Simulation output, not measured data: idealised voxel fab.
This is a process module. Its name is voxel local oxidation.
The figure presents cross-section cut, which has a width of 210 nm and is divided into square cells with an edge length of 5 nm.
In this document a cross-section is written as a grid of square cells. It is given as a series of bands, listed from the top down, and a band is one or more rows of cells. Band: top and bottom heights (nm) first, top before bottom; then materials from left to right, widths in nm. "all across" marks a sole material filling the band edge to edge. "empty" denotes empty space. Zero point of the height axis is 0; under it, received wafer = one material. Lowest band: continues down indefinitely, "z 0 and below". Think of "30 to 40" as a width that walks from the first number to the second as you go down the band, top row to bottom row, taking equal-sized steps from row to row. Where the words "no change occurred" appear for a step, the cross-section shows no cell changed by that step; every cell remained as before. "Enclosed internal cavities" enumerates empty spaces isolated from the top, with no open way to it, that contain at least 8 cells, giving each as width x height at distance from the left edge, all three in nm. That trailing text on a step's line, after the settings, is the simulator's own remark on the step. On any step carrying a mask, the "overlay nm" setting, if present on the step's line, tells how far right of its planned place the mask lay; negative values point to the left.
## The steps planned for the process are as follows
| 1 | RECEIVE, material Si |
| 2 | OXIDIZE, depth nm 5 |
| 3 | CONFORMAL_DEP, material SiN, thk nm 15 |
| 4 | MASKED_ETCH, tone cover, mask id ACTIVE, width nm 95, etch materials SiN, depth nm 15, overlay nm -15 |
| 5 | SELECTIVE_ETCH, etch materials SiO2, depth nm 5 |
| 6 | OXIDIZE, depth nm 15 |
| 7 | STRIP, etch materials SiN |
Where the wafers of this document differ is in the overlay nm of step 4; they start out the same, and the plan states the value that applied to the first wafer.
## Cross-section: the first of several wafers in its as-received state, i.e. following step 1
- z 0 and below = Si all across
- Enclosed internal cavities: none
## The first of several wafers, seen in cross-section after the module's last step, step 7
- z 0 to -5 = empty=45 / SiO2=85 / empty=80
- z -5 to -20 = SiO2=60 / Si=55 / SiO2=95
- z -20 and below = Si all across
- Enclosed internal cavities: none
## Of the several wafers, the last: cross-section at the end of the module
- z 0 to -5 = empty=75 / SiO2=85 / empty=50
- z -5 to -20 = SiO2=90 / Si=55 / SiO2=65
- z -20 and below = Si all across
- Enclosed internal cavities: none
## Note: the following table is arranged by wafer, a row apiece. Each row reports the end-of-module state: per material, cells gained (+) or cells lost (-) compared with the wafer as received; closed voids follow
overlay nm -15; -135 Si; +110 SiO2; Enclosed internal cavities: none
overlay nm -10; -135 Si; +110 SiO2; Enclosed internal cavities: none
overlay nm -5; -135 Si; +110 SiO2; Enclosed internal cavities: none
overlay nm 0; -135 Si; +110 SiO2; Enclosed internal cavities: none
overlay nm 5; -135 Si; +110 SiO2; Enclosed internal cavities: none
overlay nm 10; -135 Si; +110 SiO2; Enclosed internal cavities: none
overlay nm 15; -135 Si; +110 SiO2; Enclosed internal cavities: none
